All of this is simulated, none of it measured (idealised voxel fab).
Process module in this document: voxel transistor to metal
Pictured: cross-section cut, 270 nm wide, on a grid of 5 nm square cells.
Reading order for cross-sections: top band down to bottom band. Underlying form: a grid of square cells. Band size: one or more rows of cells. Band: top and bottom heights (nm) first, top before bottom; then materials from left to right, widths in nm. "throughout" marks a sole material filling the band edge to edge. "air" denotes empty space. Zero point of the height axis is 0; under it, received wafer = one material. Lowest band: continues down indefinitely, "0 nm and below". A width given as "30->40" starts at the first number in the band's top row and ends at the second number in its bottom row, shifting by an equal amount at every step from row to row. Where a step carries "changes: none", the cross-section came out of it unchanged, cell for cell. In the "Enclosed internal cavities" entry, you get each enclosed empty space of 8 cells or more, one with no open way to the top, written width x height at distance, distance from the left edge, in nm. On a step's line, text after the settings is the simulator commenting on that step. A step line may carry the setting "overlay nm", which, for steps involving a mask, states the distance by which the mask lay to the right of its intended position; negative values denote displacement to the left.

The following list gives the planned process steps
1,RECEIVE,material Si
2,CONFORMAL_DEP,material SiO2,thk nm 5
3,CONFORMAL_DEP,material SiN,thk nm 15
4,DIRECTIONAL_DEP,material aC,thk nm 10
5,PATTERN,tone cover,mask id ACTIVE,material resist,width nm 105,pitch nm 135,thk nm 25,overlay nm 0
6,DIRECTIONAL_ETCH,etch materials aC,depth nm 10
7,STRIP,etch materials resist
8,DIRECTIONAL_ETCH,etch materials SiN,depth nm 15
9,DIRECTIONAL_ETCH,etch materials SiO2,depth nm 5
10,DIRECTIONAL_ETCH,etch materials Si,depth nm 20
11,STRIP,etch materials aC
12,FILL_DEP,material SiO2,thk nm 5
13,CMP,height nm 20
14,SELECTIVE_ETCH,etch materials SiO2,depth nm 10
15,STRIP,etch materials SiN
16,SELECTIVE_ETCH,etch materials SiO2,depth nm 5
17,OXIDIZE,depth nm 5
18,DIRECTIONAL_DEP,material polySi,thk nm 30
19,DIRECTIONAL_DEP,material SiCN,thk nm 10
20,MASKED_ETCH,tone cover,mask id GATE,width nm 15,pitch nm 135,etch materials SiCN,depth nm 20,overlay nm 0
21,MASKED_ETCH,tone cover,mask id GATE,width nm 15,pitch nm 135,etch materials polySi,depth nm 40,overlay nm 0
22,CONFORMAL_DEP,material SiN,thk nm 10
23,DIRECTIONAL_ETCH,etch materials SiN,depth nm 10
24,DIRECTIONAL_ETCH,etch materials SiO2,depth nm 5
25,DIRECTIONAL_ETCH,etch materials Si,depth nm 10
26,EPI,material nSi,thk nm 10
27,FILL_DEP,material SiO2,thk nm 10
28,CMP,height nm 40
29,DIRECTIONAL_DEP,material SiO2,thk nm 10
30,PATTERN,tone open,mask id CONTACT,material resist,width nm 30,thk nm 15,overlay nm 0
31,DIRECTIONAL_ETCH,etch materials SiO2,depth nm 55
32,STRIP,etch materials resist
33,CONFORMAL_DEP,material TiN,thk nm 5
34,FILL_DEP,material W,thk nm 5
35,CMP,height nm 50
36,CONFORMAL_DEP,material SiCN,thk nm 5
37,DIRECTIONAL_DEP,material lowk,thk nm 20
38,PATTERN,tone open,mask id METAL_1,material resist,width nm 15,thk nm 20,overlay nm 0
39,DIRECTIONAL_ETCH,etch materials lowk,depth nm 20
40,DIRECTIONAL_ETCH,etch materials SiCN,depth nm 5
41,STRIP,etch materials resist
42,CONFORMAL_DEP,material TiN,thk nm 5
43,FILL_DEP,material Cu,thk nm 5
44,CMP,height nm 75
45,EPI,material Ru,thk nm 5
46,FILL_DEP,material SiCN,thk nm 5

First wafer, two in total, run as planned

Cross-section, incoming material, after step 1
- 0 nm and below: Si throughout
- Enclosed internal cavities: none

Sectional view: wafer, after step 2
- 5 nm to 0 nm: SiO2 throughout
- Anything lower than 0 is untouched.

Sectional view: wafer, after step 3
- 20 nm to 5 nm: SiN throughout
- Anything lower than 5 is untouched.

Sectional view: wafer, after step 4
- 30 nm to 20 nm: aC throughout
- Anything lower than 20 is untouched.

Sectional view: wafer, after step 5
- 55 nm to 30 nm: 15 air | 105 resist | 30 air | 105 resist | 15 air
- Anything lower than 30 is untouched.

Sectional view: wafer, after step 6
- 45 nm to 30 nm: 15 air | 105 resist | 30 air | 105 resist | 15 air
- 30 nm to 20 nm: 15 air | 105 aC | 30 air | 105 aC | 15 air
- Anything lower than 20 is untouched.

Sectional view: wafer, after step 7
- 30 nm to 20 nm: 15 air | 105 aC | 30 air | 105 aC | 15 air
- Anything lower than 20 is untouched.

Sectional view: wafer, after step 8
- 30 nm to 20 nm: 15 air | 105 aC | 30 air | 105 aC | 15 air
- 20 nm to 5 nm: 15 air | 105 SiN | 30 air | 105 SiN | 15 air
- Anything lower than 5 is untouched.

Sectional view: wafer, after step 9
- 30 nm to 20 nm: 15 air | 105 aC | 30 air | 105 aC | 15 air
- 20 nm to 5 nm: 15 air | 105 SiN | 30 air | 105 SiN | 15 air
- 5 nm to 0 nm: 15 air | 105 SiO2 | 30 air | 105 SiO2 | 15 air
- Anything lower than 0 is untouched.

Sectional view: wafer, after step 10
- 30 nm to 20 nm: 15 air | 105 aC | 30 air | 105 aC | 15 air
- 20 nm to 5 nm: 15 air | 105 SiN | 30 air | 105 SiN | 15 air
- 5 nm to 0 nm: 15 air | 105 SiO2 | 30 air | 105 SiO2 | 15 air
- 0 nm to -20 nm: 15 air | 105 Si | 30 air | 105 Si | 15 air
- Anything lower than -20 is untouched.

Sectional view: wafer, after step 11
- 20 nm to 5 nm: 15 air | 105 SiN | 30 air | 105 SiN | 15 air
- Anything lower than 5 is untouched.

Sectional view: wafer, after step 12
- 25 nm to 20 nm: SiO2 throughout
- 20 nm to 5 nm: 15 SiO2 | 105 SiN | 30 SiO2 | 105 SiN | 15 SiO2
- 5 nm to 0 nm: SiO2 throughout
- 0 nm to -20 nm: 15 SiO2 | 105 Si | 30 SiO2 | 105 Si | 15 SiO2
- Anything lower than -20 is untouched.

Sectional view: wafer, after step 13
- 20 nm to 5 nm: 15 SiO2 | 105 SiN | 30 SiO2 | 105 SiN | 15 SiO2
- Anything lower than 5 is untouched.

Sectional view: wafer, after step 14
- 20 nm to 10 nm: 15 air | 105 SiN | 30 air | 105 SiN | 15 air
- Anything lower than 10 is untouched.

Sectional view: wafer, after step 15
- 10 nm to 5 nm: 15 SiO2 | 105 air | 30 SiO2 | 105 air | 15 SiO2
- Anything lower than 5 is untouched.

Sectional view: wafer, after step 16
- 5 nm to 0 nm: 10 SiO2 | 115 air | 20 SiO2 | 115 air | 10 SiO2
- Anything lower than 0 is untouched.

Sectional view: wafer, after step 17
- 5 nm to 0 nm: 10 SiO2 | 115 air | 20 SiO2 | 115 air | 10 SiO2
- 0 nm to -5 nm: SiO2 throughout
- Anything lower than -5 is untouched.

Sectional view: wafer, after step 18
- 35 nm to 30 nm: 10 polySi | 115 air | 20 polySi | 115 air | 10 polySi
- 30 nm to 5 nm: polySi throughout
- 5 nm to 0 nm: 10 SiO2 | 115 polySi | 20 SiO2 | 115 polySi | 10 SiO2
- Anything lower than 0 is untouched.

Sectional view: wafer, after step 19
- 45 nm to 40 nm: 10 SiCN | 115 air | 20 SiCN | 115 air | 10 SiCN
- 40 nm to 35 nm: SiCN throughout
- 35 nm to 30 nm: 10 polySi | 115 SiCN | 20 polySi | 115 SiCN | 10 polySi
- Anything lower than 30 is untouched.

Sectional view: wafer, after step 20
- 40 nm to 35 nm: 60 air | 15 SiCN | 120 air | 15 SiCN | 60 air
- 35 nm to 30 nm: 10 polySi | 50 air | 15 SiCN | 50 air | 20 polySi | 50 air | 15 SiCN | 50 air | 10 polySi
- Anything lower than 30 is untouched.

Sectional view: wafer, after step 21
- 40 nm to 30 nm: 60 air | 15 SiCN | 120 air | 15 SiCN | 60 air
- 30 nm to 5 nm: 60 air | 15 polySi | 120 air | 15 polySi | 60 air
- 5 nm to 0 nm: 10 SiO2 | 50 air | 15 polySi | 50 air | 20 SiO2 | 50 air | 15 polySi | 50 air | 10 SiO2
- Anything lower than 0 is untouched.

Sectional view: wafer, after step 22
- 50 nm to 40 nm: 50 air | 35 SiN | 100 air | 35 SiN | 50 air
- 40 nm to 30 nm: 50 air | 10 SiN | 15 SiCN | 10 SiN | 100 air | 10 SiN | 15 SiCN | 10 SiN | 50 air
- 30 nm to 15 nm: 50 air | 10 SiN | 15 polySi | 10 SiN | 100 air | 10 SiN | 15 polySi | 10 SiN | 50 air
- 15 nm to 10 nm: 20 SiN | 30 air | 10 SiN | 15 polySi | 10 SiN | 30 air | 40 SiN | 30 air | 10 SiN | 15 polySi | 10 SiN | 30 air | 20 SiN
- 10 nm to 5 nm: 60 SiN | 15 polySi | 120 SiN | 15 polySi | 60 SiN
- 5 nm to 0 nm: 10 SiO2 | 50 SiN | 15 polySi | 50 SiN | 20 SiO2 | 50 SiN | 15 polySi | 50 SiN | 10 SiO2
- Anything lower than 0 is untouched.

Sectional view: wafer, after step 23
- 40 nm to 30 nm: 50 air | 10 SiN | 15 SiCN | 10 SiN | 100 air | 10 SiN | 15 SiCN | 10 SiN | 50 air
- 30 nm to 5 nm: 50 air | 10 SiN | 15 polySi | 10 SiN | 100 air | 10 SiN | 15 polySi | 10 SiN | 50 air
- 5 nm to 0 nm: 10 SiO2 | 10 SiN | 30 air | 10 SiN | 15 polySi | 10 SiN | 30 air | 10 SiN | 20 SiO2 | 10 SiN | 30 air | 10 SiN | 15 polySi | 10 SiN | 30 air | 10 SiN | 10 SiO2
- Anything lower than 0 is untouched.

Sectional view: wafer, after step 24
- 40 nm to 30 nm: 50 air | 10 SiN | 15 SiCN | 10 SiN | 100 air | 10 SiN | 15 SiCN | 10 SiN | 50 air
- 30 nm to 5 nm: 50 air | 10 SiN | 15 polySi | 10 SiN | 100 air | 10 SiN | 15 polySi | 10 SiN | 50 air
- 5 nm to 0 nm: 10 air | 10 SiN | 30 air | 10 SiN | 15 polySi | 10 SiN | 30 air | 10 SiN | 20 air | 10 SiN | 30 air | 10 SiN | 15 polySi | 10 SiN | 30 air | 10 SiN | 10 air
- 0 nm to -5 nm: 20 SiO2 | 30 air | 35 SiO2 | 30 air | 40 SiO2 | 30 air | 35 SiO2 | 30 air | 20 SiO2
- Anything lower than -5 is untouched.

Sectional view: wafer, after step 25
- 40 nm to 30 nm: 50 air | 10 SiN | 15 SiCN | 10 SiN | 100 air | 10 SiN | 15 SiCN | 10 SiN | 50 air
- 30 nm to 5 nm: 50 air | 10 SiN | 15 polySi | 10 SiN | 100 air | 10 SiN | 15 polySi | 10 SiN | 50 air
- 5 nm to 0 nm: 10 air | 10 SiN | 30 air | 10 SiN | 15 polySi | 10 SiN | 30 air | 10 SiN | 20 air | 10 SiN | 30 air | 10 SiN | 15 polySi | 10 SiN | 30 air | 10 SiN | 10 air
- 0 nm to -5 nm: 20 SiO2 | 30 air | 35 SiO2 | 30 air | 40 SiO2 | 30 air | 35 SiO2 | 30 air | 20 SiO2
- -5 nm to -15 nm: 15 SiO2 | 5 Si | 30 air | 35 Si | 30 air | 5 Si | 30 SiO2 | 5 Si | 30 air | 35 Si | 30 air | 5 Si | 15 SiO2
- Anything lower than -15 is untouched.

Sectional view: wafer, after step 26
- 40 nm to 30 nm: 50 air | 10 SiN | 15 SiCN | 10 SiN | 100 air | 10 SiN | 15 SiCN | 10 SiN | 50 air
- 30 nm to 5 nm: 50 air | 10 SiN | 15 polySi | 10 SiN | 100 air | 10 SiN | 15 polySi | 10 SiN | 50 air
- 5 nm to 0 nm: 10 air | 10 SiN | 10 nSi | 10 air | 10 nSi | 10 SiN | 15 polySi | 10 SiN | 10 nSi | 10 air | 10 nSi | 10 SiN | 20 air | 10 SiN | 10 nSi | 10 air | 10 nSi | 10 SiN | 15 polySi | 10 SiN | 10 nSi | 10 air | 10 nSi | 10 SiN | 10 air
- 0 nm to -5 nm: 20 SiO2 | 10 nSi | 10 air | 10 nSi | 35 SiO2 | 10 nSi | 10 air | 10 nSi | 40 SiO2 | 10 nSi | 10 air | 10 nSi | 35 SiO2 | 10 nSi | 10 air | 10 nSi | 20 SiO2
- -5 nm to -15 nm: 15 SiO2 | 5 Si | 30 nSi | 35 Si | 30 nSi | 5 Si | 30 SiO2 | 5 Si | 30 nSi | 35 Si | 30 nSi | 5 Si | 15 SiO2
- Anything lower than -15 is untouched.

Sectional view: wafer, after step 27
- 50 nm to 40 nm: SiO2 throughout
- 40 nm to 30 nm: 50 SiO2 | 10 SiN | 15 SiCN | 10 SiN | 100 SiO2 | 10 SiN | 15 SiCN | 10 SiN | 50 SiO2
- 30 nm to 5 nm: 50 SiO2 | 10 SiN | 15 polySi | 10 SiN | 100 SiO2 | 10 SiN | 15 polySi | 10 SiN | 50 SiO2
- 5 nm to 0 nm: 10 SiO2 | 10 SiN | 10 nSi | 10 SiO2 | 10 nSi | 10 SiN | 15 polySi | 10 SiN | 10 nSi | 10 SiO2 | 10 nSi | 10 SiN | 20 SiO2 | 10 SiN | 10 nSi | 10 SiO2 | 10 nSi | 10 SiN | 15 polySi | 10 SiN | 10 nSi | 10 SiO2 | 10 nSi | 10 SiN | 10 SiO2
- 0 nm to -5 nm: 20 SiO2 | 10 nSi | 10 SiO2 | 10 nSi | 35 SiO2 | 10 nSi | 10 SiO2 | 10 nSi | 40 SiO2 | 10 nSi | 10 SiO2 | 10 nSi | 35 SiO2 | 10 nSi | 10 SiO2 | 10 nSi | 20 SiO2
- Anything lower than -5 is untouched.

Sectional view: wafer, after step 28
- 40 nm to 30 nm: 50 SiO2 | 10 SiN | 15 SiCN | 10 SiN | 100 SiO2 | 10 SiN | 15 SiCN | 10 SiN | 50 SiO2
- Anything lower than 30 is untouched.

Sectional view: wafer, after step 29
- 50 nm to 40 nm: SiO2 throughout
- Anything lower than 40 is untouched.

Sectional view: wafer, after step 30
- 65 nm to 50 nm: 25 resist | 30 air | 25 resist | 30 air | 50 resist | 30 air | 25 resist | 30 air | 25 resist
- Anything lower than 50 is untouched.

Sectional view: wafer, after step 31
- 65 nm to 50 nm: 25 resist | 30 air | 25 resist | 30 air | 50 resist | 30 air | 25 resist | 30 air | 25 resist
- 50 nm to 40 nm: 25 SiO2 | 30 air | 25 SiO2 | 30 air | 50 SiO2 | 30 air | 25 SiO2 | 30 air | 25 SiO2
- 40 nm to 30 nm: 25 SiO2 | 25 air | 10 SiN | 15 SiCN | 10 SiN | 25 air | 50 SiO2 | 25 air | 10 SiN | 15 SiCN | 10 SiN | 25 air | 25 SiO2
- 30 nm to 5 nm: 25 SiO2 | 25 air | 10 SiN | 15 polySi | 10 SiN | 25 air | 50 SiO2 | 25 air | 10 SiN | 15 polySi | 10 SiN | 25 air | 25 SiO2
- 5 nm to 0 nm: 10 SiO2 | 10 SiN | 10 nSi | 10 air | 10 nSi | 10 SiN | 15 polySi | 10 SiN | 10 nSi | 10 air | 10 nSi | 10 SiN | 20 SiO2 | 10 SiN | 10 nSi | 10 air | 10 nSi | 10 SiN | 15 polySi | 10 SiN | 10 nSi | 10 air | 10 nSi | 10 SiN | 10 SiO2
- 0 nm to -5 nm: 20 SiO2 | 10 nSi | 10 air | 10 nSi | 35 SiO2 | 10 nSi | 10 air | 10 nSi | 40 SiO2 | 10 nSi | 10 air | 10 nSi | 35 SiO2 | 10 nSi | 10 air | 10 nSi | 20 SiO2
- Anything lower than -5 is untouched.

Sectional view: wafer, after step 32
- 50 nm to 40 nm: 25 SiO2 | 30 air | 25 SiO2 | 30 air | 50 SiO2 | 30 air | 25 SiO2 | 30 air | 25 SiO2
- Anything lower than 40 is untouched.

Sectional view: wafer, after step 33
- 55 nm to 50 nm: 30 TiN | 20 air | 35 TiN | 20 air | 60 TiN | 20 air | 35 TiN | 20 air | 30 TiN
- 50 nm to 40 nm: 25 SiO2 | 5 TiN | 20->15 air | 5->10 TiN | 25 SiO2 | 5->10 TiN | 20->15 air | 5 TiN | 50 SiO2 | 5 TiN | 20->15 air | 5->10 TiN | 25 SiO2 | 5->10 TiN | 20->15 air | 5 TiN | 25 SiO2
- 40 nm to 30 nm: 25 SiO2 | 5 TiN | 15 air | 5 TiN | 10 SiN | 15 SiCN | 10 SiN | 5 TiN | 15 air | 5 TiN | 50 SiO2 | 5 TiN | 15 air | 5 TiN | 10 SiN | 15 SiCN | 10 SiN | 5 TiN | 15 air | 5 TiN | 25 SiO2
- 30 nm to 10 nm: 25 SiO2 | 5 TiN | 15 air | 5 TiN | 10 SiN | 15 polySi | 10 SiN | 5 TiN | 15 air | 5 TiN | 50 SiO2 | 5 TiN | 15 air | 5 TiN | 10 SiN | 15 polySi | 10 SiN | 5 TiN | 15 air | 5 TiN | 25 SiO2
- 10 nm to 5 nm: 25 SiO2 | 25 TiN | 10 SiN | 15 polySi | 10 SiN | 25 TiN | 50 SiO2 | 25 TiN | 10 SiN | 15 polySi | 10 SiN | 25 TiN | 25 SiO2
- 5 nm to 0 nm: 10 SiO2 | 10 SiN | 10 nSi | 10 TiN | 10 nSi | 10 SiN | 15 polySi | 10 SiN | 10 nSi | 10 TiN | 10 nSi | 10 SiN | 20 SiO2 | 10 SiN | 10 nSi | 10 TiN | 10 nSi | 10 SiN | 15 polySi | 10 SiN | 10 nSi | 10 TiN | 10 nSi | 10 SiN | 10 SiO2
- 0 nm to -5 nm: 20 SiO2 | 10 nSi | 10 TiN | 10 nSi | 35 SiO2 | 10 nSi | 10 TiN | 10 nSi | 40 SiO2 | 10 nSi | 10 TiN | 10 nSi | 35 SiO2 | 10 nSi | 10 TiN | 10 nSi | 20 SiO2
- Anything lower than -5 is untouched.

Sectional view: wafer, after step 34
- 60 nm to 55 nm: W throughout
- 55 nm to 50 nm: 30 TiN | 20 W | 35 TiN | 20 W | 60 TiN | 20 W | 35 TiN | 20 W | 30 TiN
- 50 nm to 40 nm: 25 SiO2 | 5 TiN | 20->15 W | 5->10 TiN | 25 SiO2 | 5->10 TiN | 20->15 W | 5 TiN | 50 SiO2 | 5 TiN | 20->15 W | 5->10 TiN | 25 SiO2 | 5->10 TiN | 20->15 W | 5 TiN | 25 SiO2
- 40 nm to 30 nm: 25 SiO2 | 5 TiN | 15 W | 5 TiN | 10 SiN | 15 SiCN | 10 SiN | 5 TiN | 15 W | 5 TiN | 50 SiO2 | 5 TiN | 15 W | 5 TiN | 10 SiN | 15 SiCN | 10 SiN | 5 TiN | 15 W | 5 TiN | 25 SiO2
- 30 nm to 10 nm: 25 SiO2 | 5 TiN | 15 W | 5 TiN | 10 SiN | 15 polySi | 10 SiN | 5 TiN | 15 W | 5 TiN | 50 SiO2 | 5 TiN | 15 W | 5 TiN | 10 SiN | 15 polySi | 10 SiN | 5 TiN | 15 W | 5 TiN | 25 SiO2
- Anything lower than 10 is untouched.

Sectional view: wafer, after step 35
- 50 nm to 40 nm: 25 SiO2 | 5 TiN | 20->15 W | 5->10 TiN | 25 SiO2 | 5->10 TiN | 20->15 W | 5 TiN | 50 SiO2 | 5 TiN | 20->15 W | 5->10 TiN | 25 SiO2 | 5->10 TiN | 20->15 W | 5 TiN | 25 SiO2
- Anything lower than 40 is untouched.

Sectional view: wafer, after step 36
- 55 nm to 50 nm: SiCN throughout
- Anything lower than 50 is untouched.

Sectional view: wafer, after step 37
- 75 nm to 55 nm: lowk throughout
- Anything lower than 55 is untouched.

Sectional view: wafer, after step 38
- 95 nm to 75 nm: 25 resist | 15 air | 55 resist | 15 air | 50 resist | 15 air | 55 resist | 15 air | 25 resist
- Anything lower than 75 is untouched.

Sectional view: wafer, after step 39
- 95 nm to 75 nm: 25 resist | 15 air | 55 resist | 15 air | 50 resist | 15 air | 55 resist | 15 air | 25 resist
- 75 nm to 55 nm: 25 lowk | 15 air | 55 lowk | 15 air | 50 lowk | 15 air | 55 lowk | 15 air | 25 lowk
- Anything lower than 55 is untouched.

Sectional view: wafer, after step 40
- 95 nm to 75 nm: 25 resist | 15 air | 55 resist | 15 air | 50 resist | 15 air | 55 resist | 15 air | 25 resist
- 75 nm to 55 nm: 25 lowk | 15 air | 55 lowk | 15 air | 50 lowk | 15 air | 55 lowk | 15 air | 25 lowk
- 55 nm to 50 nm: 25 SiCN | 15 air | 55 SiCN | 15 air | 50 SiCN | 15 air | 55 SiCN | 15 air | 25 SiCN
- Anything lower than 50 is untouched.

Sectional view: wafer, after step 41
- 75 nm to 55 nm: 25 lowk | 15 air | 55 lowk | 15 air | 50 lowk | 15 air | 55 lowk | 15 air | 25 lowk
- Anything lower than 55 is untouched.

Sectional view: wafer, after step 42
- 80 nm to 75 nm: 30 TiN | 5 air | 65 TiN | 5 air | 60 TiN | 5 air | 65 TiN | 5 air | 30 TiN
- 75 nm to 55 nm: 25 lowk | 5 TiN | 5 air | 5 TiN | 55 lowk | 5 TiN | 5 air | 5 TiN | 50 lowk | 5 TiN | 5 air | 5 TiN | 55 lowk | 5 TiN | 5 air | 5 TiN | 25 lowk
- 55 nm to 50 nm: 25 SiCN | 15 TiN | 55 SiCN | 15 TiN | 50 SiCN | 15 TiN | 55 SiCN | 15 TiN | 25 SiCN
- Anything lower than 50 is untouched.

Sectional view: wafer, after step 43
- 85 nm to 80 nm: Cu throughout
- 80 nm to 75 nm: 30 TiN | 5 Cu | 65 TiN | 5 Cu | 60 TiN | 5 Cu | 65 TiN | 5 Cu | 30 TiN
- 75 nm to 55 nm: 25 lowk | 5 TiN | 5 Cu | 5 TiN | 55 lowk | 5 TiN | 5 Cu | 5 TiN | 50 lowk | 5 TiN | 5 Cu | 5 TiN | 55 lowk | 5 TiN | 5 Cu | 5 TiN | 25 lowk
- Anything lower than 55 is untouched.

Sectional view: wafer, after step 44
- 75 nm to 55 nm: 25 lowk | 5 TiN | 5 Cu | 5 TiN | 55 lowk | 5 TiN | 5 Cu | 5 TiN | 50 lowk | 5 TiN | 5 Cu | 5 TiN | 55 lowk | 5 TiN | 5 Cu | 5 TiN | 25 lowk
- Anything lower than 55 is untouched.

Sectional view: wafer, after step 45
- 80 nm to 75 nm: 20 air | 25 Ru | 45 air | 25 Ru | 40 air | 25 Ru | 45 air | 25 Ru | 20 air
- Anything lower than 75 is untouched.

Sectional view: wafer, after step 46
- 85 nm to 80 nm: SiCN throughout
- 80 nm to 75 nm: 20 SiCN | 25 Ru | 45 SiCN | 25 Ru | 40 SiCN | 25 Ru | 45 SiCN | 25 Ru | 20 SiCN
- Anything lower than 75 is untouched.

Okay, second wafer. Nothing different at the start, nothing different in the plan, just one mistake somewhere in the running. As far as step 37, counting that step, it's the first wafer all over again

Second wafer, cross-section, planned end of step 38
- 95 nm to 75 nm: 25 air | 15 resist | 55 air | 15 resist | 50 air | 15 resist | 55 air | 15 resist | 25 air
- Anything lower than 75 is untouched.

Second wafer, cross-section, planned end of step 39
- 95 nm to 75 nm: 25 air | 15 resist | 55 air | 15 resist | 50 air | 15 resist | 55 air | 15 resist | 25 air
- 75 nm to 55 nm: 25 air | 15 lowk | 55 air | 15 lowk | 50 air | 15 lowk | 55 air | 15 lowk | 25 air
- Anything lower than 55 is untouched.

Second wafer, cross-section, planned end of step 40
- 95 nm to 75 nm: 25 air | 15 resist | 55 air | 15 resist | 50 air | 15 resist | 55 air | 15 resist | 25 air
- 75 nm to 55 nm: 25 air | 15 lowk | 55 air | 15 lowk | 50 air | 15 lowk | 55 air | 15 lowk | 25 air
- 55 nm to 50 nm: 25 air | 15 SiCN | 55 air | 15 SiCN | 50 air | 15 SiCN | 55 air | 15 SiCN | 25 air
- Anything lower than 50 is untouched.

Second wafer, cross-section, planned end of step 41
- 75 nm to 55 nm: 25 air | 15 lowk | 55 air | 15 lowk | 50 air | 15 lowk | 55 air | 15 lowk | 25 air
- Anything lower than 55 is untouched.

Second wafer, cross-section, planned end of step 42
- 80 nm to 75 nm: 20 air | 25 TiN | 45 air | 25 TiN | 40 air | 25 TiN | 45 air | 25 TiN | 20 air
- 75 nm to 55 nm: 20 air | 5 TiN | 15 lowk | 5 TiN | 45 air | 5 TiN | 15 lowk | 5 TiN | 40 air | 5 TiN | 15 lowk | 5 TiN | 45 air | 5 TiN | 15 lowk | 5 TiN | 20 air
- 55 nm to 50 nm: 25 TiN | 15 SiCN | 55 TiN | 15 SiCN | 50 TiN | 15 SiCN | 55 TiN | 15 SiCN | 25 TiN
- Anything lower than 50 is untouched.

Second wafer, cross-section, planned end of step 43
- 85 nm to 80 nm: Cu throughout
- 80 nm to 75 nm: 20 Cu | 25 TiN | 45 Cu | 25 TiN | 40 Cu | 25 TiN | 45 Cu | 25 TiN | 20 Cu
- 75 nm to 55 nm: 20 Cu | 5 TiN | 15 lowk | 5 TiN | 45 Cu | 5 TiN | 15 lowk | 5 TiN | 40 Cu | 5 TiN | 15 lowk | 5 TiN | 45 Cu | 5 TiN | 15 lowk | 5 TiN | 20 Cu
- Anything lower than 55 is untouched.

Second wafer, cross-section, planned end of step 44
- 75 nm to 55 nm: 20 Cu | 5 TiN | 15 lowk | 5 TiN | 45 Cu | 5 TiN | 15 lowk | 5 TiN | 40 Cu | 5 TiN | 15 lowk | 5 TiN | 45 Cu | 5 TiN | 15 lowk | 5 TiN | 20 Cu
- Anything lower than 55 is untouched.

Second wafer, cross-section, planned end of step 45
- 80 nm to 75 nm: 30 Ru | 5 air | 65 Ru | 5 air | 60 Ru | 5 air | 65 Ru | 5 air | 30 Ru
- Anything lower than 75 is untouched.

Second wafer, cross-section, planned end of step 46
- 85 nm to 80 nm: SiCN throughout
- 80 nm to 75 nm: 30 Ru | 5 SiCN | 65 Ru | 5 SiCN | 60 Ru | 5 SiCN | 65 Ru | 5 SiCN | 30 Ru
- Anything lower than 75 is untouched.
What broke from the plan during processing? step 38 did not use the planned setting and instead ran as PATTERN,tone cover,mask id METAL_1,material resist,width nm 15,thk nm 20,overlay nm 0
At the finish, the second wafer shows more or fewer cells for some materials than the first does: +120 Cu | +30 Ru | -60 SiCN | +30 TiN | -120 lowk
